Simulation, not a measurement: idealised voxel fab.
This section sets out a process module, namely voxel ribs on slabs.
Pictured: cross-section cut, 150 nm wide, on a grid of 5 nm square cells.
Bands, listed from the top down, are how a cross-section gets written in this document; the cross-section itself is a grid of square cells, and a band is one or more rows of them. Basically the band line says how high the top is and how high the bottom is, in nm, and then what's in it from left to right, every material with its width in nm. Empty space shows up as "air", and if a single material carries "all across" it runs the full band edge to edge. Beneath 0, the wafer as received is one material, and that level is where height counting begins. The lowest band goes on downward without a bottom; it is written like "top 0, no bottom". A width given as "30..40" starts at the first number in the band's top row and ends at the second number in its bottom row, shifting by an equal amount at every step from row to row. "nothing altered", as given for a step, is the statement that not any cell of the cross-section underwent a change during that step. "Trapped void list" means: voids of 8 cells or more that are shut off from the top with no open way through. Written width x height at distance, distance from the left edge, in nm. Anything after a step's settings on that line? It's the simulator's own note about the step. Regarding "overlay nm": on a step with a mask, it is the distance the mask lay to the right of its planned place; a negative value places it to the left.

**Steps in the process plan**
1: RECEIVE: material Si
2: DIRECTIONAL_DEP: material SiO2, thk nm 20
3: DIRECTIONAL_DEP: material SiN, thk nm 25
4: PATTERN: tone cover, mask id RIB, material resist, width nm 30, thk nm 20, overlay nm 0
5: DIRECTIONAL_ETCH: etch materials SiN, depth nm 10
6: STRIP: etch materials resist
7: PATTERN: tone cover, mask id SLAB, material resist, width nm 80, thk nm 20, overlay nm 0
8: DIRECTIONAL_ETCH: etch materials SiN, depth nm 15
9: STRIP: etch materials resist
10: FILL_DEP: material SiO2, thk nm 30
11: CMP: height nm 65
12: DIRECTIONAL_DEP: material W, thk nm 5
13: MASKED_ETCH: tone cover, mask id HEATER, width nm 40, etch materials W, depth nm 5, overlay nm 0
14: CONFORMAL_DEP: material SiO2, thk nm 5

**Shown in cross-section is the wafer as received, that is, as it stands after step 1**
top 0, no bottom | Si all across
Trapped void list: none

**Cross-section taken at module completion on the first of two wafers; processed per the plan**
top 75, bottom 70 | 50 nm air / 50 nm SiO2 / 50 nm air
top 70, bottom 65 | 55 nm SiO2 / 40 nm W / 55 nm SiO2
top 65, bottom 45 | SiO2 all across
top 45, bottom 35 | 60 nm SiO2 / 30 nm SiN / 60 nm SiO2
top 35, bottom 20 | 35 nm SiO2 / 80 nm SiN / 35 nm SiO2
top 20, bottom 0 | SiO2 all across
top 0, no bottom | Si all across
Trapped void list: none

**Wafer two cross-section, module end. Start and plan unchanged from wafer one; one mistake made during the run**
top 75, bottom 70 | 60 nm SiO2 / 30 nm air / 60 nm SiO2
top 70, bottom 65 | 55 nm W / 40 nm SiO2 / 55 nm W
top 65, bottom 45 | SiO2 all across
top 45, bottom 35 | 60 nm SiO2 / 30 nm SiN / 60 nm SiO2
top 35, bottom 20 | 35 nm SiO2 / 80 nm SiN / 35 nm SiO2
top 20, bottom 0 | SiO2 all across
top 0, no bottom | Si all across
Trapped void list: none
What was done differently from what was planned? step 13 was run on a setting that differed from the plan, and what really ran there is MASKED_ETCH: tone open, mask id HEATER, width nm 40, etch materials W, depth nm 5, overlay nm 0
Materials where the second wafer ends with more or fewer cells than the first: W: 14 more
